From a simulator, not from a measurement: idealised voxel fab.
This section sets out a process module, namely voxel transistor to metal.
Section cut is 180 nm wide and gridded with 5 nm square cells.
In this document a cross-section is written as a grid of square cells. It is given as a series of bands, listed from the top down, and a band is one or more rows of cells. Heights first: top, then bottom, in nm. Then materials, left to right, each with a width in nm. "full width" on a single material: fills the band edge to edge. "empty": empty space. Height is counted from the level 0, under which the received wafer is composed throughout of one material. The lowest of the bands is not closed at the bottom but continues downward, in the notation "from 0 down". Top row gets the first number, bottom row gets the second, and each row in between changes by the same step: that is how a band width like "30 to 40" works. Basically "no change occurred" means that step didn't change any cell in the cross-section. Closed-off voids of 8+ cells (no open route to the top) go in "Closed void roster", written width x height at distance from the left edge, in nm. The remark found on a step's line after its settings is issued by the simulator itself and pertains to that step. When a step includes a mask, the "overlay nm" setting on its line states how far to the right of its planned place that mask lay, and negative values state how far to the left. Below you will find pairs of cross-sections. In each, one shows the wafer before one process step and the other after it, with the after view ending at the lowest band that changed. Under each pair is the step separating them, along with its settings. Do not assume the pairs form a chain: they can come from different runs of this module on the same starting wafer, and a pair continues from the pair above it only when its "State on entry" entry says so.
State on entry
  from 0 down = Si full width
  Closed void roster: none
Cross-Section After Step
  from 5 to 0 = SiO2 full width
  Nothing below the height 0 has changed.
  Closed void roster: none
Step that separates the before view from the after view above: CONFORMAL_DEP (material SiO2; thk nm 5)
State on entry: this step begins from the cross-section that the pair just above shows after its step.
Cross-Section After Step
  from 15 to 5 = SiN full width
  Nothing below the height 5 has changed.
  Closed void roster: none
Step that separates the before view from the after view above: CONFORMAL_DEP (material SiN; thk nm 10)
State on entry: this step begins from the cross-section that the pair just above shows after its step.
Cross-Section After Step
  from 30 to 15 = aC full width
  Nothing below the height 15 has changed.
  Closed void roster: none
Step that separates the before view from the after view above: DIRECTIONAL_DEP (material aC; thk nm 15)
State on entry: this step begins from the cross-section that the pair just above shows after its step.
Cross-Section After Step
  from 65 to 30 = 30 of empty, then 115 of resist, then 35 of empty
  Nothing below the height 30 has changed.
  Closed void roster: none
Step that separates the before view from the after view above: PATTERN (tone cover; mask id ACTIVE; material resist; width nm 115; thk nm 35; overlay nm 0)
State on entry: this step begins from the cross-section that the pair just above shows after its step.
Cross-Section After Step
  from 50 to 30 = 30 of empty, then 115 of resist, then 35 of empty
  from 30 to 15 = 30 of empty, then 115 of aC, then 35 of empty
  Nothing below the height 15 has changed.
  Closed void roster: none
Step that separates the before view from the after view above: DIRECTIONAL_ETCH (etch materials aC; depth nm 15)
State on entry: this step begins from the cross-section that the pair just above shows after its step.
Cross-Section After Step
  from 30 to 15 = 30 of empty, then 115 of aC, then 35 of empty
  Nothing below the height 15 has changed.
  Closed void roster: none
Step that separates the before view from the after view above: STRIP (etch materials resist)
State on entry: this step begins from the cross-section that the pair just above shows after its step.
Cross-Section After Step
  from 30 to 15 = 30 of empty, then 115 of aC, then 35 of empty
  from 15 to 5 = 30 of empty, then 115 of SiN, then 35 of empty
  Nothing below the height 5 has changed.
  Closed void roster: none
Step that separates the before view from the after view above: DIRECTIONAL_ETCH (etch materials SiN; depth nm 10)
State on entry: this step begins from the cross-section that the pair just above shows after its step.
Cross-Section After Step
  from 30 to 15 = 30 of empty, then 115 of aC, then 35 of empty
  from 15 to 5 = 30 of empty, then 115 of SiN, then 35 of empty
  from 5 to 0 = 30 of empty, then 115 of SiO2, then 35 of empty
  Nothing below the height 0 has changed.
  Closed void roster: none
Step that separates the before view from the after view above: DIRECTIONAL_ETCH (etch materials SiO2; depth nm 5)
State on entry: this step begins from the cross-section that the pair just above shows after its step.
Cross-Section After Step
  from 30 to 15 = 30 of empty, then 115 of aC, then 35 of empty
  from 15 to 5 = 30 of empty, then 115 of SiN, then 35 of empty
  from 5 to 0 = 30 of empty, then 115 of SiO2, then 35 of empty
  from 0 to -20 = 30 of empty, then 115 of Si, then 35 of empty
  Nothing below the height -20 has changed.
  Closed void roster: none
Step that separates the before view from the after view above: DIRECTIONAL_ETCH (etch materials Si; depth nm 20)
State on entry: this step begins from the cross-section that the pair just above shows after its step.
Cross-Section After Step
  from 15 to 5 = 30 of empty, then 115 of SiN, then 35 of empty
  Nothing below the height 5 has changed.
  Closed void roster: none
Step that separates the before view from the after view above: STRIP (etch materials aC)
State on entry: this step begins from the cross-section that the pair just above shows after its step.
Cross-Section After Step
  from 15 to 5 = 30 of empty, then 115 of SiN, then 35 of empty
  from 5 to 0 = 30 of empty, then 115 of SiO2, then 35 of empty
  from 0 to -20 = 30 of empty, then 5 of SiO2, then 105 of Si, then 5 of SiO2, then 35 of empty
  from -20 to -25 = 35 of SiO2, then 105 of Si, then 40 of SiO2
  Nothing below the height -25 has changed.
  Closed void roster: none
Step that separates the before view from the after view above: OXIDIZE (depth nm 5)
State on entry: this step begins from the cross-section that the pair just above shows after its step.
Cross-Section After Step
  from 30 to 15 = SiO2 full width
  from 15 to 5 = 30 of SiO2, then 115 of SiN, then 35 of SiO2
  from 5 to 0 = SiO2 full width
  from 0 to -25 = 35 of SiO2, then 105 of Si, then 40 of SiO2
  Nothing below the height -25 has changed.
  Closed void roster: none
Step that separates the before view from the after view above: FILL_DEP (material SiO2; thk nm 15)
State on entry: this step begins from the cross-section that the pair just above shows after its step.
Cross-Section After Step
  from 15 to 5 = 30 of SiO2, then 115 of SiN, then 35 of SiO2
  Nothing below the height 5 has changed.
  Closed void roster: none
Step that separates the before view from the after view above: CMP (height nm 15)
State on entry: this step begins from the cross-section that the pair just above shows after its step.
Cross-Section After Step
  from 15 to 10 = 30 of empty, then 115 of SiN, then 35 of empty
  Nothing below the height 10 has changed.
  Closed void roster: none
Step that separates the before view from the after view above: SELECTIVE_ETCH (etch materials SiO2; depth nm 5)
State on entry: this step begins from the cross-section that the pair just above shows after its step.
Cross-Section After Step
  from 10 to 5 = 30 of SiO2, then 115 of empty, then 35 of SiO2
  Nothing below the height 5 has changed.
  Closed void roster: none
Step that separates the before view from the after view above: STRIP (etch materials SiN)
State on entry: this step begins from the cross-section that the pair just above shows after its step.
Cross-Section After Step
  from 5 to 0 = 25 of SiO2, then 125 of empty, then 30 of SiO2
  Nothing below the height 0 has changed.
  Closed void roster: none
Step that separates the before view from the after view above: SELECTIVE_ETCH (etch materials SiO2; depth nm 5)
State on entry: this step begins from the cross-section that the pair just above shows after its step.
Cross-Section After Step
  from 5 to 0 = 25 of SiO2, then 125 of empty, then 30 of SiO2
  from 0 to -5 = SiO2 full width
  Nothing below the height -5 has changed.
  Closed void roster: none
Step that separates the before view from the after view above: OXIDIZE (depth nm 5)
State on entry: this step begins from the cross-section that the pair just above shows after its step.
Cross-Section After Step
  from 35 to 30 = 25 of polySi, then 125 of empty, then 30 of polySi
  from 30 to 5 = polySi full width
  from 5 to 0 = 25 of SiO2, then 125 of polySi, then 30 of SiO2
  Nothing below the height 0 has changed.
  Closed void roster: none
Step that separates the before view from the after view above: DIRECTIONAL_DEP (material polySi; thk nm 30)
State on entry: this step begins from the cross-section that the pair just above shows after its step.
Cross-Section After Step
  from 45 to 40 = 25 of SiCN, then 125 of empty, then 30 of SiCN
  from 40 to 35 = SiCN full width
  from 35 to 30 = 25 of polySi, then 125 of SiCN, then 30 of polySi
  Nothing below the height 30 has changed.
  Closed void roster: none
Step that separates the before view from the after view above: DIRECTIONAL_DEP (material SiCN; thk nm 10)
State on entry: this step begins from the cross-section that the pair just above shows after its step.
Cross-Section After Step
  from 40 to 35 = 75 of empty, then 25 of SiCN, then 80 of empty
  from 35 to 30 = 25 of polySi, then 50 of empty, then 25 of SiCN, then 50 of empty, then 30 of polySi
  Nothing below the height 30 has changed.
  Closed void roster: none
Step that separates the before view from the after view above: MASKED_ETCH (tone cover; mask id GATE; width nm 25; etch materials SiCN; depth nm 20; overlay nm 0)
State on entry: this step begins from the cross-section that the pair just above shows after its step.
Cross-Section After Step
  from 40 to 30 = 75 of empty, then 25 of SiCN, then 80 of empty
  from 30 to 5 = 75 of empty, then 25 of polySi, then 80 of empty
  from 5 to 0 = 25 of SiO2, then 50 of empty, then 25 of polySi, then 50 of empty, then 30 of SiO2
  Nothing below the height 0 has changed.
  Closed void roster: none
Step that separates the before view from the after view above: MASKED_ETCH (tone cover; mask id GATE; width nm 25; etch materials polySi; depth nm 40; overlay nm 0)
State on entry: this step begins from the cross-section that the pair just above shows after its step.
Cross-Section After Step
  from 45 to 40 = 70 of empty, then 35 of SiN, then 75 of empty
  from 40 to 30 = 70 of empty, then 5 of SiN, then 25 of SiCN, then 5 of SiN, then 75 of empty
  from 30 to 10 = 70 of empty, then 5 of SiN, then 25 of polySi, then 5 of SiN, then 75 of empty
  from 10 to 5 = 30 of SiN, then 40 of empty, then 5 of SiN, then 25 of polySi, then 5 of SiN, then 40 of empty, then 35 of SiN
  from 5 to 0 = 25 of SiO2, then 50 of SiN, then 25 of polySi, then 50 of SiN, then 30 of SiO2
  Nothing below the height 0 has changed.
  Closed void roster: none
Step that separates the before view from the after view above: CONFORMAL_DEP (material SiN; thk nm 5)
State on entry: this step begins from the cross-section that the pair just above shows after its step.
Cross-Section After Step
  from 40 to 30 = 70 of empty, then 5 of SiN, then 25 of SiCN, then 5 of SiN, then 75 of empty
  from 30 to 5 = 70 of empty, then 5 of SiN, then 25 of polySi, then 5 of SiN, then 75 of empty
  from 5 to 0 = 25 of SiO2, then 5 of SiN, then 40 of empty, then 5 of SiN, then 25 of polySi, then 5 of SiN, then 40 of empty, then 5 of SiN, then 30 of SiO2
  Nothing below the height 0 has changed.
  Closed void roster: none
Step that separates the before view from the after view above: DIRECTIONAL_ETCH (etch materials SiN; depth nm 5)
State on entry: this step begins from the cross-section that the pair just above shows after its step.
Cross-Section After Step
  from 40 to 30 = 70 of empty, then 5 of SiN, then 25 of SiCN, then 5 of SiN, then 75 of empty
  from 30 to 5 = 70 of empty, then 5 of SiN, then 25 of polySi, then 5 of SiN, then 75 of empty
  from 5 to 0 = 25 of empty, then 5 of SiN, then 40 of empty, then 5 of SiN, then 25 of polySi, then 5 of SiN, then 40 of empty, then 5 of SiN, then 30 of empty
  from 0 to -5 = 30 of SiO2, then 40 of empty, then 35 of SiO2, then 40 of empty, then 35 of SiO2
  Nothing below the height -5 has changed.
  Closed void roster: none
Step that separates the before view from the after view above: DIRECTIONAL_ETCH (etch materials SiO2; depth nm 5)
State on entry: this step begins from the cross-section that the pair just above shows after its step.
Cross-Section After Step
  from 40 to 30 = 70 of empty, then 5 of SiN, then 25 of SiCN, then 5 of SiN, then 75 of empty
  from 30 to 5 = 70 of empty, then 5 of SiN, then 25 of polySi, then 5 of SiN, then 75 of empty
  from 5 to 0 = 25 of empty, then 5 of SiN, then 40 of empty, then 5 of SiN, then 25 of polySi, then 5 of SiN, then 40 of empty, then 5 of SiN, then 30 of empty
  from 0 to -5 = 30 of SiO2, then 40 of empty, then 35 of SiO2, then 40 of empty, then 35 of SiO2
  from -5 to -20 = 35 of SiO2, then 35 of empty, then 35 of Si, then 35 of empty, then 40 of SiO2
  Nothing below the height -20 has changed.
  Closed void roster: none
Step that separates the before view from the after view above: DIRECTIONAL_ETCH (etch materials Si; depth nm 15)
State on entry: this step begins from the cross-section that the pair just above shows after its step.
Cross-Section After Step
  from 40 to 30 = 70 of empty, then 5 of SiN, then 25 of SiCN, then 5 of SiN, then 75 of empty
  from 30 to 10 = 70 of empty, then 5 of SiN, then 25 of polySi, then 5 of SiN, then 75 of empty
  from 10 to 5 = 55 of empty, then 15 of nSi, then 5 of SiN, then 25 of polySi, then 5 of SiN, then 15 of nSi, then 60 of empty
  from 5 to 0 = 25 of empty, then 5 of SiN, then 25 of empty, then 15 of nSi, then 5 of SiN, then 25 of polySi, then 5 of SiN, then 15 of nSi, then 25 of empty, then 5 of SiN, then 30 of empty
  from 0 to -5 = 30 of SiO2, then 25 of empty, then 15 of nSi, then 35 of SiO2, then 15 of nSi, then 25 of empty, then 35 of SiO2
  from -5 to -20 = 35 of SiO2, then 35 of nSi, then 35 of Si, then 35 of nSi, then 40 of SiO2
  Nothing below the height -20 has changed.
  Closed void roster: none
Step that separates the before view from the after view above: EPI (material nSi; thk nm 15)
State on entry: this step begins from the cross-section that the pair just above shows after its step.
Cross-Section After Step
  from 45 to 40 = SiO2 full width
  from 40 to 30 = 70 of SiO2, then 5 of SiN, then 25 of SiCN, then 5 of SiN, then 75 of SiO2
  from 30 to 10 = 70 of SiO2, then 5 of SiN, then 25 of polySi, then 5 of SiN, then 75 of SiO2
  from 10 to 5 = 55 of SiO2, then 15 of nSi, then 5 of SiN, then 25 of polySi, then 5 of SiN, then 15 of nSi, then 60 of SiO2
  from 5 to 0 = 25 of SiO2, then 5 of SiN, then 25 of SiO2, then 15 of nSi, then 5 of SiN, then 25 of polySi, then 5 of SiN, then 15 of nSi, then 25 of SiO2, then 5 of SiN, then 30 of SiO2
  from 0 to -5 = 55 of SiO2, then 15 of nSi, then 35 of SiO2, then 15 of nSi, then 60 of SiO2
  Nothing below the height -5 has changed.
  Closed void roster: none
Step that separates the before view from the after view above: FILL_DEP (material SiO2; thk nm 5)
State on entry: this step begins from the cross-section that the pair just above shows after its step.
Cross-Section After Step
  from 30 to 10 = 70 of SiO2, then 5 of SiN, then 25 of polySi, then 5 of SiN, then 75 of SiO2
  Nothing below the height 10 has changed.
  Closed void roster: none
Step that separates the before view from the after view above: CMP (height nm 30)
State on entry: this step begins from the cross-section that the pair just above shows after its step.
Cross-Section After Step
  from 30 to 10 = 70 of SiO2, then 5 of SiN, then 25 of empty, then 5 of SiN, then 75 of SiO2
  from 10 to 5 = 55 of SiO2, then 15 of nSi, then 5 of SiN, then 25 of empty, then 5 of SiN, then 15 of nSi, then 60 of SiO2
  from 5 to 0 = 25 of SiO2, then 5 of SiN, then 25 of SiO2, then 15 of nSi, then 5 of SiN, then 25 of empty, then 5 of SiN, then 15 of nSi, then 25 of SiO2, then 5 of SiN, then 30 of SiO2
  Nothing below the height 0 has changed.
  Closed void roster: none
Step that separates the before view from the after view above: STRIP (etch materials polySi)
State on entry: this step begins from the cross-section that the pair just above shows after its step.
Cross-Section After Step
  from 30 to 25 = 70 of empty, then 5 of SiN, then 25 of empty, then 5 of SiN, then 75 of empty
  from 25 to 10 = 70 of SiO2, then 5 of SiN, then 25 of empty, then 5 of SiN, then 75 of SiO2
  from 10 to 5 = 55 of SiO2, then 15 of nSi, then 5 of SiN, then 25 of empty, then 5 of SiN, then 15 of nSi, then 60 of SiO2
  from 5 to 0 = 25 of SiO2, then 5 of SiN, then 25 of SiO2, then 15 of nSi, then 5 of SiN, then 25 of empty, then 5 of SiN, then 15 of nSi, then 25 of SiO2, then 5 of SiN, then 30 of SiO2
  from 0 to -5 = 55 of SiO2, then 15 of nSi, then 35 of empty, then 15 of nSi, then 60 of SiO2
  Nothing below the height -5 has changed.
  Closed void roster: none
Step that separates the before view from the after view above: SELECTIVE_ETCH (etch materials SiO2; depth nm 5)
State on entry: this step begins from the cross-section that the pair just above shows after its step.
Cross-Section After Step
  from 35 to 30 = 65 of empty, then 15 of HfO2, then 15 of empty, then 15 of HfO2, then 70 of empty
  from 30 to 25 = 70 of HfO2, then 5 of SiN, then 5 of HfO2, then 15 of empty, then 5 of HfO2, then 5 of SiN, then 75 of HfO2
  from 25 to 10 = 70 of SiO2, then 5 of SiN, then 5 of HfO2, then 15 of empty, then 5 of HfO2, then 5 of SiN, then 75 of SiO2
  from 10 to 5 = 55 of SiO2, then 15 of nSi, then 5 of SiN, then 5 of HfO2, then 15 of empty, then 5 of HfO2, then 5 of SiN, then 15 of nSi, then 60 of SiO2
  from 5 to 0 = 25 of SiO2, then 5 of SiN, then 25 of SiO2, then 15 of nSi, then 5 of SiN, then 5 of HfO2, then 15 of empty, then 5 of HfO2, then 5 of SiN, then 15 of nSi, then 25 of SiO2, then 5 of SiN, then 30 of SiO2
  from 0 to -5 = 55 of SiO2, then 15 of nSi, then 35 of HfO2, then 15 of nSi, then 60 of SiO2
  Nothing below the height -5 has changed.
  Closed void roster: none
Step that separates the before view from the after view above: CONFORMAL_DEP (material HfO2; thk nm 5)
State on entry: this step begins from the cross-section that the pair just above shows after its step.
Cross-Section After Step
  from 40 to 35 = 60 of empty, then 25 of TiN, then 5 of empty, then 25 of TiN, then 65 of empty
  from 35 to 30 = 65 of TiN, then 15 of HfO2, then 5 of TiN, then 5 of empty, then 5 of TiN, then 15 of HfO2, then 70 of TiN
  from 30 to 25 = 70 of HfO2, then 5 of SiN, then 5 of HfO2, then 5 of TiN, then 5 of empty, then 5 of TiN, then 5 of HfO2, then 5 of SiN, then 75 of HfO2
  from 25 to 10 = 70 of SiO2, then 5 of SiN, then 5 of HfO2, then 5 of TiN, then 5 of empty, then 5 of TiN, then 5 of HfO2, then 5 of SiN, then 75 of SiO2
  from 10 to 5 = 55 of SiO2, then 15 of nSi, then 5 of SiN, then 5 of HfO2, then 5 of TiN, then 5 of empty, then 5 of TiN, then 5 of HfO2, then 5 of SiN, then 15 of nSi, then 60 of SiO2
  from 5 to 0 = 25 of SiO2, then 5 of SiN, then 25 of SiO2, then 15 of nSi, then 5 of SiN, then 5 of HfO2, then 15 of TiN, then 5 of HfO2, then 5 of SiN, then 15 of nSi, then 25 of SiO2, then 5 of SiN, then 30 of SiO2
  Nothing below the height 0 has changed.
  Closed void roster: none
Step that separates the before view from the after view above: CONFORMAL_DEP (material TiN; thk nm 5)
State on entry: this step begins from the cross-section that the pair just above shows after its step.
Cross-Section After Step
  from 50 to 40 = W full width
  from 40 to 35 = 60 of W, then 25 of TiN, then 5 of W, then 25 of TiN, then 65 of W
  from 35 to 30 = 65 of TiN, then 15 of HfO2, then 5 of TiN, then 5 of W, then 5 of TiN, then 15 of HfO2, then 70 of TiN
  from 30 to 25 = 70 of HfO2, then 5 of SiN, then 5 of HfO2, then 5 of TiN, then 5 of W, then 5 of TiN, then 5 of HfO2, then 5 of SiN, then 75 of HfO2
  from 25 to 10 = 70 of SiO2, then 5 of SiN, then 5 of HfO2, then 5 of TiN, then 5 of W, then 5 of TiN, then 5 of HfO2, then 5 of SiN, then 75 of SiO2
  from 10 to 5 = 55 of SiO2, then 15 of nSi, then 5 of SiN, then 5 of HfO2, then 5 of TiN, then 5 of W, then 5 of TiN, then 5 of HfO2, then 5 of SiN, then 15 of nSi, then 60 of SiO2
  Nothing below the height 5 has changed.
  Closed void roster: none
Step that separates the before view from the after view above: FILL_DEP (material W; thk nm 10)
State on entry: this step begins from the cross-section that the pair just above shows after its step.
Cross-Section After Step
  from 25 to 10 = 70 of SiO2, then 5 of SiN, then 5 of HfO2, then 5 of TiN, then 5 of W, then 5 of TiN, then 5 of HfO2, then 5 of SiN, then 75 of SiO2
  Nothing below the height 10 has changed.
  Closed void roster: none
Step that separates the before view from the after view above: CMP (height nm 25)
State on entry: this step begins from the cross-section that the pair just above shows after its step.
Cross-Section After Step
  from 35 to 25 = SiO2 full width
  Nothing below the height 25 has changed.
  Closed void roster: none
Step that separates the before view from the after view above: DIRECTIONAL_DEP (material SiO2; thk nm 10)
State on entry: this step begins from the cross-section that the pair just above shows after its step.
Cross-Section After Step
  from 35 to 25 = 40 of SiO2, then 15 of empty, then 65 of SiO2, then 15 of empty, then 45 of SiO2
  from 25 to 10 = 40 of SiO2, then 15 of empty, then 15 of SiO2, then 5 of SiN, then 5 of HfO2, then 5 of TiN, then 5 of W, then 5 of TiN, then 5 of HfO2, then 5 of SiN, then 15 of SiO2, then 15 of empty, then 45 of SiO2
  from 10 to 5 = 40 of SiO2, then 15 of empty, then 15 of nSi, then 5 of SiN, then 5 of HfO2, then 5 of TiN, then 5 of W, then 5 of TiN, then 5 of HfO2, then 5 of SiN, then 15 of nSi, then 15 of empty, then 45 of SiO2
  from 5 to 0 = 25 of SiO2, then 5 of SiN, then 10 of SiO2, then 15 of empty, then 15 of nSi, then 5 of SiN, then 5 of HfO2, then 15 of TiN, then 5 of HfO2, then 5 of SiN, then 15 of nSi, then 15 of empty, then 10 of SiO2, then 5 of SiN, then 30 of SiO2
  from 0 to -5 = 40 of SiO2, then 15 of empty, then 15 of nSi, then 35 of HfO2, then 15 of nSi, then 15 of empty, then 45 of SiO2
  Nothing below the height -5 has changed.
  Closed void roster: none
Step that separates the before view from the after view above: MASKED_ETCH (tone open; mask id CONTACT; width nm 15; pitch nm 80; etch materials SiO2; depth nm 40; overlay nm 0)
State on entry: this step begins from the cross-section that the pair just above shows after its step.
Cross-Section After Step
  from 40 to 35 = 45 of TiN, then 5 of empty, then 75 of TiN, then 5 of empty, then 50 of TiN
  from 35 to 25 = 40 of SiO2, then 5 of TiN, then 5 of empty, then 5 of TiN, then 65 of SiO2, then 5 of TiN, then 5 of empty, then 5 of TiN, then 45 of SiO2
  from 25 to 10 = 40 of SiO2, then 5 of TiN, then 5 of empty, then 5 of TiN, then 15 of SiO2, then 5 of SiN, then 5 of HfO2, then 5 of TiN, then 5 of W, then 5 of TiN, then 5 of HfO2, then 5 of SiN, then 15 of SiO2, then 5 of TiN, then 5 of empty, then 5 of TiN, then 45 of SiO2
  from 10 to 5 = 40 of SiO2, then 5 of TiN, then 5 of empty, then 5 of TiN, then 15 of nSi, then 5 of SiN, then 5 of HfO2, then 5 of TiN, then 5 of W, then 5 of TiN, then 5 of HfO2, then 5 of SiN, then 15 of nSi, then 5 of TiN, then 5 of empty, then 5 of TiN, then 45 of SiO2
  from 5 to 0 = 25 of SiO2, then 5 of SiN, then 10 of SiO2, then 5 of TiN, then 5 of empty, then 5 of TiN, then 15 of nSi, then 5 of SiN, then 5 of HfO2, then 15 of TiN, then 5 of HfO2, then 5 of SiN, then 15 of nSi, then 5 of TiN, then 5 of empty, then 5 of TiN, then 10 of SiO2, then 5 of SiN, then 30 of SiO2
  from 0 to -5 = 40 of SiO2, then 15 of TiN, then 15 of nSi, then 35 of HfO2, then 15 of nSi, then 15 of TiN, then 45 of SiO2
  Nothing below the height -5 has changed.
  Closed void roster: none
Step that separates the before view from the after view above: CONFORMAL_DEP (material TiN; thk nm 5)
State on entry: this step begins from the cross-section that the pair just above shows after its step.
Cross-Section After Step
  from 45 to 40 = W full width
  from 40 to 35 = 45 of TiN, then 5 of W, then 75 of TiN, then 5 of W, then 50 of TiN
  from 35 to 25 = 40 of SiO2, then 5 of TiN, then 5 of W, then 5 of TiN, then 65 of SiO2, then 5 of TiN, then 5 of W, then 5 of TiN, then 45 of SiO2
  from 25 to 10 = 40 of SiO2, then 5 of TiN, then 5 of W, then 5 of TiN, then 15 of SiO2, then 5 of SiN, then 5 of HfO2, then 5 of TiN, then 5 of W, then 5 of TiN, then 5 of HfO2, then 5 of SiN, then 15 of SiO2, then 5 of TiN, then 5 of W, then 5 of TiN, then 45 of SiO2
  from 10 to 5 = 40 of SiO2, then 5 of TiN, then 5 of W, then 5 of TiN, then 15 of nSi, then 5 of SiN, then 5 of HfO2, then 5 of TiN, then 5 of W, then 5 of TiN, then 5 of HfO2, then 5 of SiN, then 15 of nSi, then 5 of TiN, then 5 of W, then 5 of TiN, then 45 of SiO2
  from 5 to 0 = 25 of SiO2, then 5 of SiN, then 10 of SiO2, then 5 of TiN, then 5 of W, then 5 of TiN, then 15 of nSi, then 5 of SiN, then 5 of HfO2, then 15 of TiN, then 5 of HfO2, then 5 of SiN, then 15 of nSi, then 5 of TiN, then 5 of W, then 5 of TiN, then 10 of SiO2, then 5 of SiN, then 30 of SiO2
  Nothing below the height 0 has changed.
  Closed void roster: none
Step that separates the before view from the after view above: FILL_DEP (material W; thk nm 5)
State on entry: this step begins from the cross-section that the pair just above shows after its step.
Cross-Section After Step
  from 35 to 25 = 40 of SiO2, then 5 of TiN, then 5 of W, then 5 of TiN, then 65 of SiO2, then 5 of TiN, then 5 of W, then 5 of TiN, then 45 of SiO2
  Nothing below the height 25 has changed.
  Closed void roster: none
Step that separates the before view from the after view above: CMP (height nm 35)
State on entry: this step begins from the cross-section that the pair just above shows after its step.
Cross-Section After Step
  from 40 to 35 = TiN full width
  Nothing below the height 35 has changed.
  Closed void roster: none
Step that separates the before view from the after view above: DIRECTIONAL_DEP (material TiN; thk nm 5)
State on entry: this step begins from the cross-section that the pair just above shows after its step.
Cross-Section After Step
  from 60 to 40 = Ru full width
  Nothing below the height 40 has changed.
  Closed void roster: none
Step that separates the before view from the after view above: DIRECTIONAL_DEP (material Ru; thk nm 20)
State on entry: this step begins from the cross-section that the pair just above shows after its step.
Cross-Section After Step
  from 60 to 40 = 40 of empty, then 15 of Ru, then 65 of empty, then 15 of Ru, then 45 of empty
  Nothing below the height 40 has changed.
  Closed void roster: none
Step that separates the before view from the after view above: MASKED_ETCH (tone cover; mask id METAL_1; width nm 15; pitch nm 80; etch materials Ru; depth nm 20; overlay nm 0)
State on entry: this step begins from the cross-section that the pair just above shows after its step.
Cross-Section After Step
  from 60 to 40 = 40 of empty, then 15 of Ru, then 65 of empty, then 15 of Ru, then 45 of empty
  from 40 to 35 = 40 of empty, then 15 of TiN, then 65 of empty, then 15 of TiN, then 45 of empty
  Nothing below the height 35 has changed.
  Closed void roster: none
Step that separates the before view from the after view above: MASKED_ETCH (tone cover; mask id METAL_1; width nm 15; pitch nm 80; etch materials TiN; depth nm 5; overlay nm 0)
State on entry: this step begins from the cross-section that the pair just above shows after its step.
Cross-Section After Step
  from 65 to 60 = 35 of empty, then 25 of SiN, then 55 of empty, then 25 of SiN, then 40 of empty
  from 60 to 40 = 35 of empty, then 5 of SiN, then 15 of Ru, then 5 of SiN, then 55 of empty, then 5 of SiN, then 15 of Ru, then 5 of SiN, then 40 of empty
  from 40 to 35 = 40 of SiN, then 15 of TiN, then 65 of SiN, then 15 of TiN, then 45 of SiN
  Nothing below the height 35 has changed.
  Closed void roster: none
Step that separates the before view from the after view above: CONFORMAL_DEP (material SiN; thk nm 5)
State on entry: this step begins from the cross-section that the pair just above shows after its step.
Cross-Section After Step
  from 75 to 65 = SiO2 full width
  from 65 to 60 = 35 of SiO2, then 25 of SiN, then 55 of SiO2, then 25 of SiN, then 40 of SiO2
  from 60 to 40 = 35 of SiO2, then 5 of SiN, then 15 of Ru, then 5 of SiN, then 55 of SiO2, then 5 of SiN, then 15 of Ru, then 5 of SiN, then 40 of SiO2
  Nothing below the height 40 has changed.
  Closed void roster: none
Step that separates the before view from the after view above: FILL_DEP (material SiO2; thk nm 10)
State on entry: this step begins from the cross-section that the pair just above shows after its step.
Cross-Section After Step
  from 60 to 40 = 35 of SiO2, then 5 of SiN, then 15 of Ru, then 5 of SiN, then 55 of SiO2, then 5 of SiN, then 15 of Ru, then 5 of SiN, then 40 of SiO2
  Nothing below the height 40 has changed.
  Closed void roster: none
Step that separates the before view from the after view above: CMP (height nm 60)
State on entry: this step begins from the cross-section that the pair just above shows after its step.
Cross-Section After Step
  from 65 to 60 = SiCN full width
  Nothing below the height 60 has changed.
  Closed void roster: none
Step that separates the before view from the after view above: CONFORMAL_DEP (material SiCN; thk nm 5)
State on entry
  from 30 to 25 = 70 of empty, then 5 of SiN, then 25 of empty, then 5 of SiN, then 75 of empty
  from 25 to 10 = 70 of SiO2, then 5 of SiN, then 25 of empty, then 5 of SiN, then 75 of SiO2
  from 10 to 5 = 55 of SiO2, then 15 of nSi, then 5 of SiN, then 25 of empty, then 5 of SiN, then 15 of nSi, then 60 of SiO2
  from 5 to 0 = 25 of SiO2, then 5 of SiN, then 25 of SiO2, then 15 of nSi, then 5 of SiN, then 25 of empty, then 5 of SiN, then 15 of nSi, then 25 of SiO2, then 5 of SiN, then 30 of SiO2
  from 0 to -5 = 55 of SiO2, then 15 of nSi, then 35 of empty, then 15 of nSi, then 60 of SiO2
  from -5 to -20 = 35 of SiO2, then 35 of nSi, then 35 of Si, then 35 of nSi, then 40 of SiO2
  from -20 to -25 = 35 of SiO2, then 105 of Si, then 40 of SiO2
  from -25 down = Si full width
  Closed void roster: none
Cross-Section After Step
  from 35 to 30 = 65 of empty, then 15 of TiN, then 15 of empty, then 15 of TiN, then 70 of empty
  from 30 to 25 = 70 of TiN, then 5 of SiN, then 5 of TiN, then 15 of empty, then 5 of TiN, then 5 of SiN, then 75 of TiN
  from 25 to 10 = 70 of SiO2, then 5 of SiN, then 5 of TiN, then 15 of empty, then 5 of TiN, then 5 of SiN, then 75 of SiO2
  from 10 to 5 = 55 of SiO2, then 15 of nSi, then 5 of SiN, then 5 of TiN, then 15 of empty, then 5 of TiN, then 5 of SiN, then 15 of nSi, then 60 of SiO2
  from 5 to 0 = 25 of SiO2, then 5 of SiN, then 25 of SiO2, then 15 of nSi, then 5 of SiN, then 5 of TiN, then 15 of empty, then 5 of TiN, then 5 of SiN, then 15 of nSi, then 25 of SiO2, then 5 of SiN, then 30 of SiO2
  from 0 to -5 = 55 of SiO2, then 15 of nSi, then 35 of TiN, then 15 of nSi, then 60 of SiO2
  Nothing below the height -5 has changed.
  Closed void roster: none
Step that separates the before view from the after view above: CONFORMAL_DEP (material TiN; thk nm 5)
State on entry: this step begins from the cross-section that the pair just above shows after its step.
Cross-Section After Step
  from 45 to 35 = W full width
  from 35 to 30 = 65 of W, then 15 of TiN, then 15 of W, then 15 of TiN, then 70 of W
  from 30 to 25 = 70 of TiN, then 5 of SiN, then 5 of TiN, then 15 of W, then 5 of TiN, then 5 of SiN, then 75 of TiN
  from 25 to 10 = 70 of SiO2, then 5 of SiN, then 5 of TiN, then 15 of W, then 5 of TiN, then 5 of SiN, then 75 of SiO2
  from 10 to 5 = 55 of SiO2, then 15 of nSi, then 5 of SiN, then 5 of TiN, then 15 of W, then 5 of TiN, then 5 of SiN, then 15 of nSi, then 60 of SiO2
  from 5 to 0 = 25 of SiO2, then 5 of SiN, then 25 of SiO2, then 15 of nSi, then 5 of SiN, then 5 of TiN, then 15 of W, then 5 of TiN, then 5 of SiN, then 15 of nSi, then 25 of SiO2, then 5 of SiN, then 30 of SiO2
  Nothing below the height 0 has changed.
  Closed void roster: none
Step that separates the before view from the after view above: FILL_DEP (material W; thk nm 10)
State on entry: this step begins from the cross-section that the pair just above shows after its step.
Cross-Section After Step
  from 25 to 10 = 70 of SiO2, then 5 of SiN, then 5 of TiN, then 15 of W, then 5 of TiN, then 5 of SiN, then 75 of SiO2
  Nothing below the height 10 has changed.
  Closed void roster: none
Step that separates the before view from the after view above: CMP (height nm 25)
